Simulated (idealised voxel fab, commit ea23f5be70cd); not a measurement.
process module | voxel air gaps
cross-section cut | 245 nm wide | cells 5 nm
A cross-section is a grid of square cells, given in bands from the top down. A band is one or more rows of cells.
Each band's line starts with the height of the band's top and of its bottom, in nm. Then come its materials from left to right, each with its width in nm. One material with "throughout" fills the band from edge to edge. "air" is empty space.
Height 0 is the level under which the wafer as received is all one material. The lowest band goes on downwards, as in "0 down".
A width such as "30 to 40" changes by the same amount from each row of cells to the next, from the band's top row to its bottom row.
"no change" after a step means that no cell of the cross-section changed.
closed voids: empty space of 8 cells or more with no open way to the top, each as width x height at its distance from the left edge, in nm
after a step's settings: what the simulator itself notes on the step
overlay nm, on a step with a mask: how far to the right of its planned place the mask lay; to the left if negative
plan
1 op RECEIVE | material Si
2 op CONFORMAL_DEP | material SiO2 | thk nm 15
3 op CONFORMAL_DEP | material SiN | thk nm 5
4 op DIRECTIONAL_DEP | material lowk | thk nm 30
5 op DIRECTIONAL_DEP | material aC | thk nm 15
6 op PATTERN | tone open | mask id LINES | material resist | width nm 25 | pitch nm 55 | thk nm 30 | overlay nm 0
7 op DIRECTIONAL_ETCH | etch materials aC | depth nm 15
8 op STRIP | etch materials resist
9 op DIRECTIONAL_ETCH | etch materials lowk | depth nm 30
10 op STRIP | etch materials aC
11 op CONFORMAL_DEP | material TiN | thk nm 5
12 op FILL_DEP | material W | thk nm 10
13 op CMP | height nm 50
14 op EPI | material Ru | thk nm 10
15 op SELECTIVE_ETCH | etch materials lowk | depth nm 40
16 op CONFORMAL_DEP | material SiN | thk nm 5
first wafer, as planned
as received, after step 1
  0 down: Si throughout
  closed voids: none
after step 2
  15 to 0: SiO2 throughout
  below 0: unchanged
after step 3
  20 to 15: SiN throughout
  below 15: unchanged
after step 4
  50 to 20: lowk throughout
  below 20: unchanged
after step 5
  65 to 50: aC throughout
  below 50: unchanged
after step 6
  95 to 65: resist 55 | air 25 | resist 30 | air 25 | resist 30 | air 25 | resist 55
  below 65: unchanged
after step 7
  80 to 65: resist 55 | air 25 | resist 30 | air 25 | resist 30 | air 25 | resist 55
  65 to 50: aC 55 | air 25 | aC 30 | air 25 | aC 30 | air 25 | aC 55
  below 50: unchanged
after step 8
  65 to 50: aC 55 | air 25 | aC 30 | air 25 | aC 30 | air 25 | aC 55
  below 50: unchanged
after step 9
  65 to 50: aC 55 | air 25 | aC 30 | air 25 | aC 30 | air 25 | aC 55
  50 to 20: lowk 55 | air 25 | lowk 30 | air 25 | lowk 30 | air 25 | lowk 55
  below 20: unchanged
after step 10
  50 to 20: lowk 55 | air 25 | lowk 30 | air 25 | lowk 30 | air 25 | lowk 55
  below 20: unchanged
after step 11
  55 to 50: TiN 60 | air 15 | TiN 40 | air 15 | TiN 40 | air 15 | TiN 60
  50 to 25: lowk 55 | TiN 5 | air 15 | TiN 5 | lowk 30 | TiN 5 | air 15 | TiN 5 | lowk 30 | TiN 5 | air 15 | TiN 5 | lowk 55
  25 to 20: lowk 55 | TiN 25 | lowk 30 | TiN 25 | lowk 30 | TiN 25 | lowk 55
  below 20: unchanged
after step 12
  65 to 55: W throughout
  55 to 50: TiN 60 | W 15 | TiN 40 | W 15 | TiN 40 | W 15 | TiN 60
  50 to 25: lowk 55 | TiN 5 | W 15 | TiN 5 | lowk 30 | TiN 5 | W 15 | TiN 5 | lowk 30 | TiN 5 | W 15 | TiN 5 | lowk 55
  below 25: unchanged
after step 13
  50 to 25: lowk 55 | TiN 5 | W 15 | TiN 5 | lowk 30 | TiN 5 | W 15 | TiN 5 | lowk 30 | TiN 5 | W 15 | TiN 5 | lowk 55
  below 25: unchanged
after step 14
  60 to 50: air 45 | Ru 45 | air 10 | Ru 45 | air 10 | Ru 45 | air 45
  below 50: unchanged
after step 15
  60 to 50: air 45 | Ru 45 | air 10 | Ru 45 | air 10 | Ru 45 | air 45
  50 to 25: air 55 | TiN 5 | W 15 | TiN 5 | air 30 | TiN 5 | W 15 | TiN 5 | air 30 | TiN 5 | W 15 | TiN 5 | air 55
  25 to 20: air 55 | TiN 25 | air 30 | TiN 25 | air 30 | TiN 25 | air 55
  below 20: unchanged
after step 16
  65 to 60: air 40 | SiN 165 | air 40
  60 to 50: air 40 | SiN 5 | Ru 45 | SiN 10 | Ru 45 | SiN 10 | Ru 45 | SiN 5 | air 40
  50 to 45: air 40 | SiN 15 | TiN 5 | W 15 | TiN 5 | SiN 30 | TiN 5 | W 15 | TiN 5 | SiN 30 | TiN 5 | W 15 | TiN 5 | SiN 15 | air 40
  45 to 25: air 50 | SiN 5 | TiN 5 | W 15 | TiN 5 | SiN 5 | air 20 | SiN 5 | TiN 5 | W 15 | TiN 5 | SiN 5 | air 20 | SiN 5 | TiN 5 | W 15 | TiN 5 | SiN 5 | air 50
  25 to 20: SiN 55 | TiN 25 | SiN 30 | TiN 25 | SiN 30 | TiN 25 | SiN 55
  below 20: unchanged
  closed voids: 20 x 20 at 85; 20 x 20 at 140
second wafer: like start, like plan, one mistake. Through step 4 it matches the first wafer
when step 5 should have ended
  65 to 20: lowk throughout
  below 20: unchanged
when step 6 should have ended
  95 to 65: resist 55 | air 25 | resist 30 | air 25 | resist 30 | air 25 | resist 55
  below 65: unchanged
when step 7 should have ended
  80 to 65: resist 55 | air 25 | resist 30 | air 25 | resist 30 | air 25 | resist 55
  below 65: unchanged
when step 8 should have ended
  65 to 20: lowk throughout
  below 20: unchanged
when step 9 should have ended
  35 to 20: lowk throughout
  below 20: unchanged
when step 10 should have ended: no change
when step 11 should have ended
  40 to 35: TiN throughout
  below 35: unchanged
when step 12 should have ended
  50 to 40: W throughout
  below 40: unchanged
when step 13 should have ended: no change
when step 14 should have ended
  60 to 50: Ru throughout
  below 50: unchanged
when step 15 should have ended: no change
when step 16 should have ended
  65 to 60: SiN throughout
  below 60: unchanged
what went wrong: step 5 ran as: op DIRECTIONAL_DEP | material lowk | thk nm 15
at the end the second wafer has, in cells: 44 more of Ru | 72 fewer of SiN | 4 more of TiN | 53 more of W | 147 more of lowk
closed voids at the end (first wafer, second wafer): 2, 0
